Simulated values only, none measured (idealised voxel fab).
process module | voxel transistor to metal
cross-section cut | 295 nm wide | cells 5 nm
A cross-section is a grid of square cells, given in bands from the top down. A band is one or more rows of cells.
Each band's line starts with the height of the band's top and of its bottom, in nm. Then come its materials from left to right, each with its width in nm. One material with "throughout" fills the band from edge to edge. "air" is empty space.
Height 0 is the level under which the wafer as received is all one material. The lowest band goes on downwards, as in "0 down".
A width such as "30 to 40" changes by the same amount from each row of cells to the next, from the band's top row to its bottom row.
"no change" after a step means that no cell of the cross-section changed.
closed voids: empty space of 8 cells or more with no open way to the top, each as width x height at its distance from the left edge, in nm
after a step's settings: what the simulator itself notes on the step
overlay nm, on a step with a mask: how far to the right of its planned place the mask lay; to the left if negative
Each pair below shows a cross-section before one step and the cross-section after it, down to the lowest band that changed. The line under each pair gives the step between them, with its settings. The pairs can come from different runs of this module on the same starting wafer, so a pair continues from the pair above only where its "before" says so.
before
  120 to 115: TiN 50 | air 10 | TiN 110 | air 10 | TiN 115
  115 to 105: lowk 45 | TiN 5 | air 10 | TiN 5 | lowk 100 | TiN 5 | air 10 | TiN 5 | lowk 110
  105 to 100: lowk 45 | TiN 5 | air 5 | TiN 10 | lowk 100 | TiN 5 | air 5 | TiN 10 | lowk 110
  100 to 85: lowk 45 | TiN 5 | air 5 | TiN 5 | lowk 105 | TiN 5 | air 5 | TiN 5 | lowk 115
  85 to 80: SiCN 45 | TiN 15 | SiCN 105 | TiN 15 | SiCN 115
  80 to 70: lowk 45 | W 20 | lowk 45 | W 20 | lowk 35 | W 20 | lowk 45 | W 20 | lowk 45
  70 to 65: lowk 45 | TiN 20 | lowk 45 | TiN 20 | lowk 35 | TiN 20 | lowk 45 | TiN 20 | lowk 45
  65 to 55: Ru throughout
  55 to 50: TiN 50 | Ru 10 | TiN 55 | Ru 10 | TiN 45 | Ru 10 | TiN 55 | Ru 10 | TiN 50
  50 to 40: SiO2 45 | TiN 5 | Ru 10 | TiN 5 | SiO2 45 | TiN 5 | Ru 10 | TiN 5 | SiO2 35 | TiN 5 | Ru 10 | TiN 5 | SiO2 45 | TiN 5 | Ru 10 | TiN 5 | SiO2 45
  40 to 25: SiO2 45 | TiN 5 | Ru 10 | TiN 5 | SiO2 5 | SiN 10 | SiCN 15 | SiN 10 | SiO2 5 | TiN 5 | Ru 10 | TiN 5 | SiO2 35 | TiN 5 | Ru 10 | TiN 5 | SiO2 5 | SiN 10 | SiCN 15 | SiN 10 | SiO2 5 | TiN 5 | Ru 10 | TiN 5 | SiO2 45
  25 to 10: SiO2 45 | TiN 5 | Ru 10 | TiN 5 | SiO2 5 | SiN 10 | polySi 15 | SiN 10 | SiO2 5 | TiN 5 | Ru 10 | TiN 5 | SiO2 35 | TiN 5 | Ru 10 | TiN 5 | SiO2 5 | SiN 10 | polySi 15 | SiN 10 | SiO2 5 | TiN 5 | Ru 10 | TiN 5 | SiO2 45
  10 to 5: SiO2 45 | TiN 20 | SiO2 5 | SiN 10 | polySi 15 | SiN 10 | SiO2 5 | TiN 20 | SiO2 35 | TiN 20 | SiO2 5 | SiN 10 | polySi 15 | SiN 10 | SiO2 5 | TiN 20 | SiO2 45
  5 to -5: SiO2 45 | TiN 10 | nSi 15 | SiN 10 | polySi 15 | SiN 10 | nSi 15 | TiN 10 | SiO2 35 | TiN 10 | nSi 15 | SiN 10 | polySi 15 | SiN 10 | nSi 15 | TiN 10 | SiO2 45
  -5 to -10: SiO2 45 | TiN 10 | nSi 15 | SiO2 35 | nSi 15 | TiN 10 | SiO2 35 | TiN 10 | nSi 15 | SiO2 35 | nSi 15 | TiN 10 | SiO2 45
  -10 to -25: SiO2 40 | nSi 30 | Si 35 | nSi 30 | SiO2 25 | nSi 30 | Si 35 | nSi 30 | SiO2 40
  -25 to -30: SiO2 40 | Si 95 | SiO2 25 | Si 95 | SiO2 40
  -30 down: Si throughout
  closed voids: none
after
  125 to 120: Ru throughout
  120 to 115: TiN 50 | Ru 10 | TiN 110 | Ru 10 | TiN 115
  115 to 105: lowk 45 | TiN 5 | Ru 10 | TiN 5 | lowk 100 | TiN 5 | Ru 10 | TiN 5 | lowk 110
  105 to 100: lowk 45 | TiN 5 | Ru 5 | TiN 10 | lowk 100 | TiN 5 | Ru 5 | TiN 10 | lowk 110
  100 to 85: lowk 45 | TiN 5 | Ru 5 | TiN 5 | lowk 105 | TiN 5 | Ru 5 | TiN 5 | lowk 115
  below 85: unchanged
  closed voids: none
the step between: op FILL_DEP | material Ru | thk nm 5
before: the cross-section after the pair above
after
  115 to 105: lowk 45 | TiN 5 | Ru 10 | TiN 5 | lowk 100 | TiN 5 | Ru 10 | TiN 5 | lowk 110
  below 105: unchanged
  closed voids: none
the step between: op CMP | height nm 115
before: the cross-section after the pair above
after
  120 to 115: SiCN throughout
  below 115: unchanged
  closed voids: none
the step between: op CONFORMAL_DEP | material SiCN | thk nm 5
before
  115 to 85: lowk throughout
  85 to 80: SiCN throughout
  80 to 55: lowk 45 | W 20 | lowk 45 | W 20 | lowk 35 | W 20 | lowk 45 | W 20 | lowk 45
  55 to 50: lowk 45 | TiN 20 | lowk 45 | TiN 20 | lowk 35 | TiN 20 | lowk 45 | TiN 20 | lowk 45
  50 to 40: SiO2 45 | TiN 5 | Ru 10 | TiN 5 | SiO2 45 | TiN 5 | Ru 10 | TiN 5 | SiO2 35 | TiN 5 | Ru 10 | TiN 5 | SiO2 45 | TiN 5 | Ru 10 | TiN 5 | SiO2 45
  40 to 25: SiO2 45 | TiN 5 | Ru 10 | TiN 5 | SiO2 5 | SiN 10 | SiCN 15 | SiN 10 | SiO2 5 | TiN 5 | Ru 10 | TiN 5 | SiO2 35 | TiN 5 | Ru 10 | TiN 5 | SiO2 5 | SiN 10 | SiCN 15 | SiN 10 | SiO2 5 | TiN 5 | Ru 10 | TiN 5 | SiO2 45
  25 to 10: SiO2 45 | TiN 5 | Ru 10 | TiN 5 | SiO2 5 | SiN 10 | polySi 15 | SiN 10 | SiO2 5 | TiN 5 | Ru 10 | TiN 5 | SiO2 35 | TiN 5 | Ru 10 | TiN 5 | SiO2 5 | SiN 10 | polySi 15 | SiN 10 | SiO2 5 | TiN 5 | Ru 10 | TiN 5 | SiO2 45
  10 to 5: SiO2 45 | TiN 20 | SiO2 5 | SiN 10 | polySi 15 | SiN 10 | SiO2 5 | TiN 20 | SiO2 35 | TiN 20 | SiO2 5 | SiN 10 | polySi 15 | SiN 10 | SiO2 5 | TiN 20 | SiO2 45
  5 to -5: SiO2 45 | TiN 10 | nSi 15 | SiN 10 | polySi 15 | SiN 10 | nSi 15 | TiN 10 | SiO2 35 | TiN 10 | nSi 15 | SiN 10 | polySi 15 | SiN 10 | nSi 15 | TiN 10 | SiO2 45
  -5 to -10: SiO2 45 | TiN 10 | nSi 15 | SiO2 35 | nSi 15 | TiN 10 | SiO2 35 | TiN 10 | nSi 15 | SiO2 35 | nSi 15 | TiN 10 | SiO2 45
  -10 to -25: SiO2 40 | nSi 30 | Si 35 | nSi 30 | SiO2 25 | nSi 30 | Si 35 | nSi 30 | SiO2 40
  -25 to -30: SiO2 40 | Si 95 | SiO2 25 | Si 95 | SiO2 40
  -30 down: Si throughout
  closed voids: none
after
  145 to 85: lowk throughout
  below 85: unchanged
  closed voids: none
the step between: op DIRECTIONAL_DEP | material lowk | thk nm 30
before: the cross-section after the pair above
after
  165 to 145: resist 45 | air 15 | resist 105 | air 15 | resist 115
  below 145: unchanged
  closed voids: none
the step between: op PATTERN | tone open | mask id METAL_2_HOLES | material resist | width nm 15 | pitch nm 120 | thk nm 20 | overlay nm 0
before: the cross-section after the pair above
after
  165 to 145: resist 45 | air 15 | resist 105 | air 15 | resist 115
  145 to 115: lowk 45 | air 15 | lowk 105 | air 15 | lowk 115
  below 115: unchanged
  closed voids: none
the step between: op DIRECTIONAL_ETCH | etch materials lowk | depth nm 30
before: the cross-section after the pair above
after
  145 to 115: lowk 45 | air 15 | lowk 105 | air 15 | lowk 115
  below 115: unchanged
  closed voids: none
the step between: op STRIP | etch materials resist
before: the cross-section after the pair above
after
  160 to 145: resist 45 | air 20 | resist 100 | air 20 | resist 110
  below 145: unchanged
  closed voids: none
the step between: op PATTERN | tone open | mask id METAL_2 | material resist | width nm 20 | pitch nm 120 | thk nm 15 | overlay nm 0
before: the cross-section after the pair above
after
  160 to 145: resist 45 | air 20 | resist 100 | air 20 | resist 110
  145 to 130: lowk 45 | air 20 | lowk 100 | air 20 | lowk 110
  130 to 100: lowk 45 | air 15 | lowk 105 | air 15 | lowk 115
  below 100: unchanged
  closed voids: none
the step between: op DIRECTIONAL_ETCH | etch materials lowk | depth nm 15
before: the cross-section after the pair above
after
  145 to 130: lowk 45 | air 20 | lowk 100 | air 20 | lowk 110
  below 130: unchanged
  closed voids: none
the step between: op STRIP | etch materials resist
before: the cross-section after the pair above
after
  150 to 145: TiN 50 | air 10 | TiN 110 | air 10 | TiN 115
  145 to 135: lowk 45 | TiN 5 | air 10 | TiN 5 | lowk 100 | TiN 5 | air 10 | TiN 5 | lowk 110
  135 to 130: lowk 45 | TiN 5 | air 5 | TiN 10 | lowk 100 | TiN 5 | air 5 | TiN 10 | lowk 110
  130 to 105: lowk 45 | TiN 5 | air 5 | TiN 5 | lowk 105 | TiN 5 | air 5 | TiN 5 | lowk 115
  105 to 100: lowk 45 | TiN 15 | lowk 105 | TiN 15 | lowk 115
  below 100: unchanged
  closed voids: none
the step between: op CONFORMAL_DEP | material TiN | thk nm 5
before: the cross-section after the pair above
after
  155 to 150: Ru throughout
  150 to 145: TiN 50 | Ru 10 | TiN 110 | Ru 10 | TiN 115
  145 to 135: lowk 45 | TiN 5 | Ru 10 | TiN 5 | lowk 100 | TiN 5 | Ru 10 | TiN 5 | lowk 110
  135 to 130: lowk 45 | TiN 5 | Ru 5 | TiN 10 | lowk 100 | TiN 5 | Ru 5 | TiN 10 | lowk 110
  130 to 105: lowk 45 | TiN 5 | Ru 5 | TiN 5 | lowk 105 | TiN 5 | Ru 5 | TiN 5 | lowk 115
  below 105: unchanged
  closed voids: none
the step between: op FILL_DEP | material Ru | thk nm 5
before: the cross-section after the pair above
after
  115 to 105: lowk 45 | TiN 5 | Ru 5 | TiN 5 | lowk 105 | TiN 5 | Ru 5 | TiN 5 | lowk 115
  below 105: unchanged
  closed voids: none
the step between: op CMP | height nm 115
before: the cross-section after the pair above
after
  120 to 115: SiCN throughout
  below 115: unchanged
  closed voids: none
the step between: op CONFORMAL_DEP | material SiCN | thk nm 5
before
  50 to 40: SiO2 45 | TiN 5 | Ru 10 | TiN 5 | SiO2 45 | TiN 5 | Ru 10 | TiN 5 | SiO2 35 | TiN 5 | Ru 10 | TiN 5 | SiO2 45 | TiN 5 | Ru 10 | TiN 5 | SiO2 45
  40 to 25: SiO2 45 | TiN 5 | Ru 10 | TiN 5 | SiO2 5 | SiN 10 | SiCN 15 | SiN 10 | SiO2 5 | TiN 5 | Ru 10 | TiN 5 | SiO2 35 | TiN 5 | Ru 10 | TiN 5 | SiO2 5 | SiN 10 | SiCN 15 | SiN 10 | SiO2 5 | TiN 5 | Ru 10 | TiN 5 | SiO2 45
  25 to 10: SiO2 45 | TiN 5 | Ru 10 | TiN 5 | SiO2 5 | SiN 10 | polySi 15 | SiN 10 | SiO2 5 | TiN 5 | Ru 10 | TiN 5 | SiO2 35 | TiN 5 | Ru 10 | TiN 5 | SiO2 5 | SiN 10 | polySi 15 | SiN 10 | SiO2 5 | TiN 5 | Ru 10 | TiN 5 | SiO2 45
  10 to 5: SiO2 45 | TiN 20 | SiO2 5 | SiN 10 | polySi 15 | SiN 10 | SiO2 5 | TiN 20 | SiO2 35 | TiN 20 | SiO2 5 | SiN 10 | polySi 15 | SiN 10 | SiO2 5 | TiN 20 | SiO2 45
  5 to -5: SiO2 45 | TiN 10 | nSi 15 | SiN 10 | polySi 15 | SiN 10 | nSi 15 | TiN 10 | SiO2 35 | TiN 10 | nSi 15 | SiN 10 | polySi 15 | SiN 10 | nSi 15 | TiN 10 | SiO2 45
  -5 to -10: SiO2 45 | TiN 10 | nSi 15 | SiO2 35 | nSi 15 | TiN 10 | SiO2 35 | TiN 10 | nSi 15 | SiO2 35 | nSi 15 | TiN 10 | SiO2 45
  -10 to -25: SiO2 40 | nSi 30 | Si 35 | nSi 30 | SiO2 25 | nSi 30 | Si 35 | nSi 30 | SiO2 40
  -25 to -30: SiO2 40 | Si 95 | SiO2 25 | Si 95 | SiO2 40
  -30 down: Si throughout
  closed voids: none
after
  75 to 50: W throughout
  below 50: unchanged
  closed voids: none
the step between: op DIRECTIONAL_DEP | material W | thk nm 25
before: the cross-section after the pair above
after
  80 to 75: TiN throughout
  below 75: unchanged
  closed voids: none
the step between: op DIRECTIONAL_DEP | material TiN | thk nm 5
before: the cross-section after the pair above
after
  95 to 80: aC throughout
  below 80: unchanged
  closed voids: none
the step between: op DIRECTIONAL_DEP | material aC | thk nm 15
before: the cross-section after the pair above
after
  125 to 95: air 45 | resist 20 | air 45 | resist 20 | air 35 | resist 20 | air 45 | resist 20 | air 45
  below 95: unchanged
  closed voids: none
the step between: op PATTERN | tone cover | mask id METAL_1 | material resist | width nm 20 | thk nm 30 | overlay nm 0
before: the cross-section after the pair above
after
  110 to 95: air 45 | resist 20 | air 45 | resist 20 | air 35 | resist 20 | air 45 | resist 20 | air 45
  95 to 80: air 45 | aC 20 | air 45 | aC 20 | air 35 | aC 20 | air 45 | aC 20 | air 45
  below 80: unchanged
  closed voids: none
the step between: op DIRECTIONAL_ETCH | etch materials aC | depth nm 15
before: the cross-section after the pair above
after
  95 to 80: air 45 | aC 20 | air 45 | aC 20 | air 35 | aC 20 | air 45 | aC 20 | air 45
  below 80: unchanged
  closed voids: none
the step between: op STRIP | etch materials resist
before: the cross-section after the pair above
after
  95 to 80: air 45 | aC 20 | air 45 | aC 20 | air 35 | aC 20 | air 45 | aC 20 | air 45
  80 to 75: air 45 | TiN 20 | air 45 | TiN 20 | air 35 | TiN 20 | air 45 | TiN 20 | air 45
  below 75: unchanged
  closed voids: none
the step between: op DIRECTIONAL_ETCH | etch materials TiN | depth nm 5
before: the cross-section after the pair above
after
  80 to 75: air 45 | TiN 20 | air 45 | TiN 20 | air 35 | TiN 20 | air 45 | TiN 20 | air 45
  below 75: unchanged
  closed voids: none
the step between: op STRIP | etch materials aC
before: the cross-section after the pair above
after
  85 to 80: lowk throughout
  80 to 75: lowk 45 | TiN 20 | lowk 45 | TiN 20 | lowk 35 | TiN 20 | lowk 45 | TiN 20 | lowk 45
  below 75: unchanged
  closed voids: none
the step between: op FILL_DEP | material lowk | thk nm 5
before: the cross-section after the pair above
after
  80 to 75: lowk 45 | TiN 20 | lowk 45 | TiN 20 | lowk 35 | TiN 20 | lowk 45 | TiN 20 | lowk 45
  below 75: unchanged
  closed voids: none
the step between: op CMP | height nm 80
before: the cross-section after the pair above
after
  85 to 80: SiCN throughout
  below 80: unchanged
  closed voids: none
the step between: op CONFORMAL_DEP | material SiCN | thk nm 5
before: the cross-section after the pair above
after
  115 to 85: lowk throughout
  below 85: unchanged
  closed voids: none
the step between: op DIRECTIONAL_DEP | material lowk | thk nm 30
before: the cross-section after the pair above
after
  135 to 115: resist 45 | air 15 | resist 105 | air 15 | resist 115
  below 115: unchanged
  closed voids: none
the step between: op PATTERN | tone open | mask id METAL_2_HOLES | material resist | width nm 15 | pitch nm 120 | thk nm 20 | overlay nm 0
before: the cross-section after the pair above
after
  135 to 115: resist 45 | air 15 | resist 105 | air 15 | resist 115
  115 to 85: lowk 45 | air 15 | lowk 105 | air 15 | lowk 115
  below 85: unchanged
  closed voids: none
the step between: op DIRECTIONAL_ETCH | etch materials lowk | depth nm 30
before: the cross-section after the pair above
after
  115 to 85: lowk 45 | air 15 | lowk 105 | air 15 | lowk 115
  below 85: unchanged
  closed voids: none
the step between: op STRIP | etch materials resist
before: the cross-section after the pair above
after
  130 to 115: resist 45 | air 20 | resist 100 | air 20 | resist 110
  below 115: unchanged
  closed voids: none
the step between: op PATTERN | tone open | mask id METAL_2 | material resist | width nm 20 | pitch nm 120 | thk nm 15 | overlay nm 0
before: the cross-section after the pair above
after
  130 to 115: resist 45 | air 20 | resist 100 | air 20 | resist 110
  115 to 100: lowk 45 | air 20 | lowk 100 | air 20 | lowk 110
  below 100: unchanged
  closed voids: none
the step between: op DIRECTIONAL_ETCH | etch materials lowk | depth nm 15
before: the cross-section after the pair above
after
  130 to 115: resist 45 | air 20 | resist 100 | air 20 | resist 110
  115 to 100: lowk 45 | air 20 | lowk 100 | air 20 | lowk 110
  100 to 85: lowk 45 | air 15 | lowk 105 | air 15 | lowk 115
  85 to 80: SiCN 45 | air 15 | SiCN 105 | air 15 | SiCN 115
  below 80: unchanged
  closed voids: none
the step between: op DIRECTIONAL_ETCH | etch materials SiCN | depth nm 5
before: the cross-section after the pair above
after
  115 to 100: lowk 45 | air 20 | lowk 100 | air 20 | lowk 110
  below 100: unchanged
  closed voids: none
the step between: op STRIP | etch materials resist
before: the cross-section after the pair above
after
  120 to 115: TiN 50 | air 10 | TiN 110 | air 10 | TiN 115
  115 to 105: lowk 45 | TiN 5 | air 10 | TiN 5 | lowk 100 | TiN 5 | air 10 | TiN 5 | lowk 110
  105 to 100: lowk 45 | TiN 5 | air 5 | TiN 10 | lowk 100 | TiN 5 | air 5 | TiN 10 | lowk 110
  100 to 85: lowk 45 | TiN 5 | air 5 | TiN 5 | lowk 105 | TiN 5 | air 5 | TiN 5 | lowk 115
  85 to 80: SiCN 45 | TiN 15 | SiCN 105 | TiN 15 | SiCN 115
  below 80: unchanged
  closed voids: none
the step between: op CONFORMAL_DEP | material TiN | thk nm 5
before: the cross-section after the pair above
after
  125 to 120: Ru throughout
  120 to 115: TiN 50 | Ru 10 | TiN 110 | Ru 10 | TiN 115
  115 to 105: lowk 45 | TiN 5 | Ru 10 | TiN 5 | lowk 100 | TiN 5 | Ru 10 | TiN 5 | lowk 110
  105 to 100: lowk 45 | TiN 5 | Ru 5 | TiN 10 | lowk 100 | TiN 5 | Ru 5 | TiN 10 | lowk 110
  100 to 85: lowk 45 | TiN 5 | Ru 5 | TiN 5 | lowk 105 | TiN 5 | Ru 5 | TiN 5 | lowk 115
  below 85: unchanged
  closed voids: none
the step between: op FILL_DEP | material Ru | thk nm 5
before: the cross-section after the pair above
after
  115 to 105: lowk 45 | TiN 5 | Ru 10 | TiN 5 | lowk 100 | TiN 5 | Ru 10 | TiN 5 | lowk 110
  below 105: unchanged
  closed voids: none
the step between: op CMP | height nm 115
before: the cross-section after the pair above
after
  120 to 115: SiCN throughout
  below 115: unchanged
  closed voids: none
the step between: op CONFORMAL_DEP | material SiCN | thk nm 5
before
  -5 to -10: SiO2 throughout
  -10 to -30: SiO2 40 | Si 95 | SiO2 25 | Si 95 | SiO2 40
  -30 down: Si throughout
  closed voids: none
after
  30 to -5: polySi throughout
  below -5: unchanged
  closed voids: none
the step between: op DIRECTIONAL_DEP | material polySi | thk nm 35
before: the cross-section after the pair above
after
  45 to 30: SiCN throughout
  below 30: unchanged
  closed voids: none
the step between: op DIRECTIONAL_DEP | material SiCN | thk nm 15
before: the cross-section after the pair above
after
  45 to 30: air 80 | SiCN 15 | air 105 | SiCN 15 | air 80
  below 30: unchanged
  closed voids: none
the step between: op MASKED_ETCH | tone cover | mask id GATE | width nm 15 | pitch nm 120 | etch materials SiCN | depth nm 25 | overlay nm 0
before: the cross-section after the pair above
after
  45 to 30: air 80 | SiCN 15 | air 105 | SiCN 15 | air 80
  30 to -5: air 80 | polySi 15 | air 105 | polySi 15 | air 80
  below -5: unchanged
  closed voids: none
the step between: op MASKED_ETCH | tone cover | mask id GATE | width nm 15 | pitch nm 120 | etch materials polySi | depth nm 40 | overlay nm 0
before: the cross-section after the pair above
after
  55 to 45: air 70 | SiN 35 | air 85 | SiN 35 | air 70
  45 to 30: air 70 | SiN 10 | SiCN 15 | SiN 10 | air 85 | SiN 10 | SiCN 15 | SiN 10 | air 70
  30 to 5: air 70 | SiN 10 | polySi 15 | SiN 10 | air 85 | SiN 10 | polySi 15 | SiN 10 | air 70
  5 to -5: SiN 80 | polySi 15 | SiN 105 | polySi 15 | SiN 80
  below -5: unchanged
  closed voids: none
the step between: op CONFORMAL_DEP | material SiN | thk nm 10
before: the cross-section after the pair above
after
  45 to 30: air 70 | SiN 10 | SiCN 15 | SiN 10 | air 85 | SiN 10 | SiCN 15 | SiN 10 | air 70
  30 to -5: air 70 | SiN 10 | polySi 15 | SiN 10 | air 85 | SiN 10 | polySi 15 | SiN 10 | air 70
  below -5: unchanged
  closed voids: none
the step between: op DIRECTIONAL_ETCH | etch materials SiN | depth nm 10
before: the cross-section after the pair above
after
  45 to 30: air 70 | SiN 10 | SiCN 15 | SiN 10 | air 85 | SiN 10 | SiCN 15 | SiN 10 | air 70
  30 to -5: air 70 | SiN 10 | polySi 15 | SiN 10 | air 85 | SiN 10 | polySi 15 | SiN 10 | air 70
  -5 to -10: air 70 | SiO2 35 | air 85 | SiO2 35 | air 70
  below -10: unchanged
  closed voids: none
the step between: op DIRECTIONAL_ETCH | etch materials SiO2 | depth nm 5
before: the cross-section after the pair above
after
  45 to 30: air 70 | SiN 10 | SiCN 15 | SiN 10 | air 85 | SiN 10 | SiCN 15 | SiN 10 | air 70
  30 to -5: air 70 | SiN 10 | polySi 15 | SiN 10 | air 85 | SiN 10 | polySi 15 | SiN 10 | air 70
  -5 to -10: air 70 | SiO2 35 | air 85 | SiO2 35 | air 70
  -10 to -25: SiO2 40 | air 30 | Si 35 | air 30 | SiO2 25 | air 30 | Si 35 | air 30 | SiO2 40
  below -25: unchanged
  closed voids: none
the step between: op DIRECTIONAL_ETCH | etch materials Si | depth nm 15
before: the cross-section after the pair above
after
  45 to 30: air 70 | SiN 10 | SiCN 15 | SiN 10 | air 85 | SiN 10 | SiCN 15 | SiN 10 | air 70
  30 to 5: air 70 | SiN 10 | polySi 15 | SiN 10 | air 85 | SiN 10 | polySi 15 | SiN 10 | air 70
  5 to -5: air 55 | nSi 15 | SiN 10 | polySi 15 | SiN 10 | nSi 15 | air 55 | nSi 15 | SiN 10 | polySi 15 | SiN 10 | nSi 15 | air 55
  -5 to -10: air 55 | nSi 15 | SiO2 35 | nSi 15 | air 55 | nSi 15 | SiO2 35 | nSi 15 | air 55
  -10 to -25: SiO2 40 | nSi 30 | Si 35 | nSi 30 | SiO2 25 | nSi 30 | Si 35 | nSi 30 | SiO2 40
  below -25: unchanged
  closed voids: none
the step between: op EPI | material nSi | thk nm 15
before: the cross-section after the pair above
after
  50 to 45: SiO2 throughout
  45 to 30: SiO2 70 | SiN 10 | SiCN 15 | SiN 10 | SiO2 85 | SiN 10 | SiCN 15 | SiN 10 | SiO2 70
  30 to 5: SiO2 70 | SiN 10 | polySi 15 | SiN 10 | SiO2 85 | SiN 10 | polySi 15 | SiN 10 | SiO2 70
  5 to -5: SiO2 55 | nSi 15 | SiN 10 | polySi 15 | SiN 10 | nSi 15 | SiO2 55 | nSi 15 | SiN 10 | polySi 15 | SiN 10 | nSi 15 | SiO2 55
  -5 to -10: SiO2 55 | nSi 15 | SiO2 35 | nSi 15 | SiO2 55 | nSi 15 | SiO2 35 | nSi 15 | SiO2 55
  below -10: unchanged
  closed voids: none
the step between: op FILL_DEP | material SiO2 | thk nm 5
before: the cross-section after the pair above
after
  40 to 30: SiO2 70 | SiN 10 | SiCN 15 | SiN 10 | SiO2 85 | SiN 10 | SiCN 15 | SiN 10 | SiO2 70
  below 30: unchanged
  closed voids: none
the step between: op CMP | height nm 40
before: the cross-section after the pair above
after
  50 to 40: SiO2 throughout
  below 40: unchanged
  closed voids: none
the step between: op DIRECTIONAL_DEP | material SiO2 | thk nm 10
before: the cross-section after the pair above
after
  65 to 50: aC throughout
  below 50: unchanged
  closed voids: none
the step between: op DIRECTIONAL_DEP | material aC | thk nm 15
before: the cross-section after the pair above
after
  100 to 65: resist 45 | air 20 | resist 45 | air 20 | resist 35 | air 20 | resist 45 | air 20 | resist 45
  below 65: unchanged
  closed voids: none
the step between: op PATTERN | tone open | mask id CONTACT | material resist | width nm 20 | thk nm 35 | overlay nm 0
before: the cross-section after the pair above
after
  85 to 65: resist 45 | air 20 | resist 45 | air 20 | resist 35 | air 20 | resist 45 | air 20 | resist 45
  65 to 50: aC 45 | air 20 | aC 45 | air 20 | aC 35 | air 20 | aC 45 | air 20 | aC 45
  below 50: unchanged
  closed voids: none
the step between: op DIRECTIONAL_ETCH | etch materials aC | depth nm 15
before: the cross-section after the pair above
after
  65 to 50: aC 45 | air 20 | aC 45 | air 20 | aC 35 | air 20 | aC 45 | air 20 | aC 45
  below 50: unchanged
  closed voids: none
the step between: op STRIP | etch materials resist
before: the cross-section after the pair above
after
  65 to 50: aC 45 | air 20 | aC 45 | air 20 | aC 35 | air 20 | aC 45 | air 20 | aC 45
  50 to 40: SiO2 45 | air 20 | SiO2 45 | air 20 | SiO2 35 | air 20 | SiO2 45 | air 20 | SiO2 45
  40 to 30: SiO2 45 | air 20 | SiO2 5 | SiN 10 | SiCN 15 | SiN 10 | SiO2 5 | air 20 | SiO2 35 | air 20 | SiO2 5 | SiN 10 | SiCN 15 | SiN 10 | SiO2 5 | air 20 | SiO2 45
  30 to 5: SiO2 45 | air 20 | SiO2 5 | SiN 10 | polySi 15 | SiN 10 | SiO2 5 | air 20 | SiO2 35 | air 20 | SiO2 5 | SiN 10 | polySi 15 | SiN 10 | SiO2 5 | air 20 | SiO2 45
  5 to -5: SiO2 45 | air 10 | nSi 15 | SiN 10 | polySi 15 | SiN 10 | nSi 15 | air 10 | SiO2 35 | air 10 | nSi 15 | SiN 10 | polySi 15 | SiN 10 | nSi 15 | air 10 | SiO2 45
  -5 to -10: SiO2 45 | air 10 | nSi 15 | SiO2 35 | nSi 15 | air 10 | SiO2 35 | air 10 | nSi 15 | SiO2 35 | nSi 15 | air 10 | SiO2 45
  below -10: unchanged
  closed voids: none
the step between: op DIRECTIONAL_ETCH | etch materials SiO2 | depth nm 60
before: the cross-section after the pair above
after
  50 to 40: SiO2 45 | air 20 | SiO2 45 | air 20 | SiO2 35 | air 20 | SiO2 45 | air 20 | SiO2 45
  below 40: unchanged
  closed voids: none
the step between: op STRIP | etch materials aC
before: the cross-section after the pair above
after
  55 to 50: TiN 50 | air 10 | TiN 55 | air 10 | TiN 45 | air 10 | TiN 55 | air 10 | TiN 50
  50 to 40: SiO2 45 | TiN 5 | air 10 | TiN 5 | SiO2 45 | TiN 5 | air 10 | TiN 5 | SiO2 35 | TiN 5 | air 10 | TiN 5 | SiO2 45 | TiN 5 | air 10 | TiN 5 | SiO2 45
  40 to 30: SiO2 45 | TiN 5 | air 10 | TiN 5 | SiO2 5 | SiN 10 | SiCN 15 | SiN 10 | SiO2 5 | TiN 5 | air 10 | TiN 5 | SiO2 35 | TiN 5 | air 10 | TiN 5 | SiO2 5 | SiN 10 | SiCN 15 | SiN 10 | SiO2 5 | TiN 5 | air 10 | TiN 5 | SiO2 45
  30 to 10: SiO2 45 | TiN 5 | air 10 | TiN 5 | SiO2 5 | SiN 10 | polySi 15 | SiN 10 | SiO2 5 | TiN 5 | air 10 | TiN 5 | SiO2 35 | TiN 5 | air 10 | TiN 5 | SiO2 5 | SiN 10 | polySi 15 | SiN 10 | SiO2 5 | TiN 5 | air 10 | TiN 5 | SiO2 45
  10 to 5: SiO2 45 | TiN 20 | SiO2 5 | SiN 10 | polySi 15 | SiN 10 | SiO2 5 | TiN 20 | SiO2 35 | TiN 20 | SiO2 5 | SiN 10 | polySi 15 | SiN 10 | SiO2 5 | TiN 20 | SiO2 45
  5 to -5: SiO2 45 | TiN 10 | nSi 15 | SiN 10 | polySi 15 | SiN 10 | nSi 15 | TiN 10 | SiO2 35 | TiN 10 | nSi 15 | SiN 10 | polySi 15 | SiN 10 | nSi 15 | TiN 10 | SiO2 45
  -5 to -10: SiO2 45 | TiN 10 | nSi 15 | SiO2 35 | nSi 15 | TiN 10 | SiO2 35 | TiN 10 | nSi 15 | SiO2 35 | nSi 15 | TiN 10 | SiO2 45
  below -10: unchanged
  closed voids: none
the step between: op CONFORMAL_DEP | material TiN | thk nm 5
before: the cross-section after the pair above
after
  65 to 55: Ru throughout
  55 to 50: TiN 50 | Ru 10 | TiN 55 | Ru 10 | TiN 45 | Ru 10 | TiN 55 | Ru 10 | TiN 50
  50 to 40: SiO2 45 | TiN 5 | Ru 10 | TiN 5 | SiO2 45 | TiN 5 | Ru 10 | TiN 5 | SiO2 35 | TiN 5 | Ru 10 | TiN 5 | SiO2 45 | TiN 5 | Ru 10 | TiN 5 | SiO2 45
  40 to 30: SiO2 45 | TiN 5 | Ru 10 | TiN 5 | SiO2 5 | SiN 10 | SiCN 15 | SiN 10 | SiO2 5 | TiN 5 | Ru 10 | TiN 5 | SiO2 35 | TiN 5 | Ru 10 | TiN 5 | SiO2 5 | SiN 10 | SiCN 15 | SiN 10 | SiO2 5 | TiN 5 | Ru 10 | TiN 5 | SiO2 45
  30 to 10: SiO2 45 | TiN 5 | Ru 10 | TiN 5 | SiO2 5 | SiN 10 | polySi 15 | SiN 10 | SiO2 5 | TiN 5 | Ru 10 | TiN 5 | SiO2 35 | TiN 5 | Ru 10 | TiN 5 | SiO2 5 | SiN 10 | polySi 15 | SiN 10 | SiO2 5 | TiN 5 | Ru 10 | TiN 5 | SiO2 45
  below 10: unchanged
  closed voids: none
the step between: op FILL_DEP | material Ru | thk nm 10
before: the cross-section after the pair above
after
  50 to 40: SiO2 45 | TiN 5 | Ru 10 | TiN 5 | SiO2 45 | TiN 5 | Ru 10 | TiN 5 | SiO2 35 | TiN 5 | Ru 10 | TiN 5 | SiO2 45 | TiN 5 | Ru 10 | TiN 5 | SiO2 45
  below 40: unchanged
  closed voids: none
the step between: op CMP | height nm 50
before: the cross-section after the pair above
after
  55 to 50: TiN throughout
  below 50: unchanged
  closed voids: none
the step between: op DIRECTIONAL_DEP | material TiN | thk nm 5
before: the cross-section after the pair above
after
  80 to 55: W throughout
  below 55: unchanged
  closed voids: none
the step between: op DIRECTIONAL_DEP | material W | thk nm 25
before: the cross-section after the pair above
after
  95 to 80: aC throughout
  below 80: unchanged
  closed voids: none
the step between: op DIRECTIONAL_DEP | material aC | thk nm 15
